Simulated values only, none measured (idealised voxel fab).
Process module heading - voxel ribs on slabs
For reference, the cross-section in this document is cut, with width 150 nm and square cells of 5 nm.
A cross-section is written here as square cells arranged in a grid, and it is given in bands from the top down, each band taking up one or more rows of cells. A band entry consists of two parts. The first gives the height of the band's top and the height of its bottom, in nm. The rest lists the band's materials from left to right, each with its width in nm. A single material labelled with the word "everywhere" fills the band from edge to edge, and the word "blank" marks empty space. Height reference: 0 = level under which incoming wafer is all one material. Lowest band: no bottom, runs on downward, e.g. "0 -> down". Width spec "30..40" -> top row of cells at first value, bottom row at second value, equal per-row change in between. Basically "no alterations made" means that step didn't change any cell in the cross-section. Cavities, sealed: empty space of 8 cells or more with no open way to the top, each as width x height at its distance from the left edge, in nm. Past the settings on a step's line: simulator remark, on that step. "overlay nm", when on a step's line for a step with a mask, measures how far to the right of its planned place the mask lay; a negative measure means to the left. Pairs ahead. Before: cross-section ahead of one process step. After: cross-section once the step is done, shown to the lowest changed band only. Under each pair: that step, with settings. Caution: pairs may come from different runs of this module on the same starting wafer; a pair follows the pair above only where its "Cross-section, before" entry says so.

Cross-section, before
  85 -> 70 = resist 55 / blank 40 / resist 55
  70 -> 65 = W everywhere
  65 -> 50 = SiO2 everywhere
  50 -> 35 = SiO2 60 / polySi 30 / SiO2 60
  35 -> 30 = SiO2 30 / polySi 90 / SiO2 30
  30 -> 0 = SiO2 everywhere
  0 -> down = Si everywhere
  Cavities, sealed: none

Resulting Structure
  85 -> 70 = resist 55 / blank 40 / resist 55
  70 -> 65 = W 55 / blank 40 / W 55
  At heights below 65, the structure remains unaltered.
  Cavities, sealed: none
Step between the cross-sections above: DIRECTIONAL_ETCH | etch materials W | depth nm 5

Cross-section, before: unchanged from the after cross-section in the pair immediately above; refer to that figure.

Resulting Structure
  70 -> 65 = W 55 / blank 40 / W 55
  At heights below 65, the structure remains unaltered.
  Cavities, sealed: none
Step between the cross-sections above: STRIP | etch materials resist

Cross-section, before: unchanged from the after cross-section in the pair immediately above; refer to that figure.

Resulting Structure
  80 -> 75 = SiN 65 / blank 20 / SiN 65
  75 -> 70 = SiN everywhere
  70 -> 65 = W 55 / SiN 40 / W 55
  At heights below 65, the structure remains unaltered.
  Cavities, sealed: none
Step between the cross-sections above: CONFORMAL_DEP | material SiN | thk nm 10
